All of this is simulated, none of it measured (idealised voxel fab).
A process module follows: voxel self aligned vias.
Section shown: cut. Width: 295 nm. Cell size: 5 nm, square.
A cross-section in this document is a grid of square cells, and it is written down as bands, the top band listed before the ones below it; a band is made up of one or more rows of cells. Band: top height; bottom height; in nm. Then, left to right: material with width in nm, for each material. "everywhere": a single material spanning edge to edge. "empty": empty space. Height 0 is the level under which the wafer as received is all one material. The lowest band goes on downwards, as in "0 nm and below". So if you see something like "30 to 40" for the width, read it as the top row of the band sitting at the first number and the bottom row at the second, with every row in between moving by the same amount as the last. Basically "no change" means that step didn't change any cell in the cross-section. Under "Fully closed voids" you'll find the enclosed gaps, the ones with no way out to the top, that are 8 cells or bigger; each reads width x height at distance, with distance counted from the left edge, everything in nm. Whatever follows a step's settings on its line is a remark the simulator itself makes about that step. You can add "overlay nm" to a step's line. For a step with a mask, it describes how far the mask lay to the right of its planned position, and a negative number describes a lay to the left.
The process steps that were planned are listed below
1) RECEIVE [material Si]
2) CONFORMAL_DEP [material SiO2] [thk nm 10]
3) CONFORMAL_DEP [material SiCN] [thk nm 5]
4) DIRECTIONAL_DEP [material SiO2] [thk nm 25]
5) DIRECTIONAL_DEP [material aC] [thk nm 15]
6) PATTERN [tone open] [mask id LINES] [material resist] [width nm 30] [pitch nm 65] [thk nm 30] [overlay nm 0]
7) DIRECTIONAL_ETCH [etch materials aC] [depth nm 15]
8) STRIP [etch materials resist]
9) DIRECTIONAL_ETCH [etch materials SiO2] [depth nm 25]
10) STRIP [etch materials aC]
11) CONFORMAL_DEP [material TiN] [thk nm 5]
12) FILL_DEP [material W] [thk nm 5]
13) CMP [height nm 40]
14) SELECTIVE_ETCH [etch materials W Ru TiN] [depth nm 5]
15) FILL_DEP [material SiN] [thk nm 5]
16) CMP [height nm 30]
17) DIRECTIONAL_DEP [material SiO2] [thk nm 15]
18) DIRECTIONAL_DEP [material aC] [thk nm 15]
19) PATTERN [tone open] [mask id VIAS] [material resist] [width nm 40] [thk nm 35] [overlay nm 0]
20) DIRECTIONAL_ETCH [etch materials aC] [depth nm 15]
21) STRIP [etch materials resist]
22) DIRECTIONAL_ETCH [etch materials SiO2] [depth nm 15]
23) DIRECTIONAL_ETCH [etch materials SiN] [depth nm 5]
24) STRIP [etch materials aC]
25) CONFORMAL_DEP [material TiN] [thk nm 5]
26) FILL_DEP [material W] [thk nm 5]
27) CMP [height nm 55]
28) CONFORMAL_DEP [material SiN] [thk nm 5]
The value of height nm given for step 16 in the plan refers to the first wafer; the wafers vary in this setting and are alike at the start.
The as-received cross-section of the first of several wafers corresponds to the state after step 1
- 0 nm and below | Si everywhere
- Fully closed voids: none
Module finished, last step 28 done: cross-section of the first of several wafers
- 60 nm to 55 nm | SiN everywhere
- 55 nm to 50 nm | W everywhere
- 50 nm to 45 nm | TiN 100  W 30  TiN 165
- 45 nm to 35 nm | SiO2 95  TiN 5  W 30  TiN 5  SiO2 160
- 35 nm to 30 nm | SiO2 95  TiN 40  SiO2 160
- 30 nm to 20 nm | SiO2 100  TiN 5  W 20  TiN 5  SiO2 35  TiN 5  W 20  TiN 5  SiO2 100
- 20 nm to 15 nm | SiO2 100  TiN 30  SiO2 35  TiN 30  SiO2 100
- 15 nm to 10 nm | SiCN everywhere
- 10 nm to 0 nm | SiO2 everywhere
- 0 nm and below | Si everywhere
- Fully closed voids: none
Last wafer at the end
- 60 nm to 55 nm | SiN everywhere
- 55 nm to 45 nm | SiO2 95  TiN 5  W 30  TiN 5  SiO2 160
- 45 nm to 40 nm | SiN 95  TiN 40  SiN 160
- 40 nm to 35 nm | SiO2 100  SiN 30  SiO2 35  SiN 30  SiO2 100
- 35 nm to 20 nm | SiO2 100  TiN 5  W 20  TiN 5  SiO2 35  TiN 5  W 20  TiN 5  SiO2 100
- 20 nm to 15 nm | SiO2 100  TiN 30  SiO2 35  TiN 30  SiO2 100
- 15 nm to 10 nm | SiCN everywhere
- 10 nm to 0 nm | SiO2 everywhere
- 0 nm and below | Si everywhere
- Fully closed voids: none
Per-wafer rows below. For each material: cells gained (+) or lost (-) since the wafer was received, as of end of module. Then: closed voids
height nm 30 | +59 SiCN | +59 SiN | +412 SiO2 | +85 TiN | +93 W | Fully closed voids: none
height nm 35 | +59 SiCN | +59 SiN | +459 SiO2 | +89 TiN | +42 W | Fully closed voids: none
height nm 40 | +59 SiCN | +65 SiN | +506 SiO2 | +38 TiN | +40 W | Fully closed voids: none
height nm 45 | +59 SiCN | +122 SiN | +455 SiO2 | +36 TiN | +36 W | Fully closed voids: none
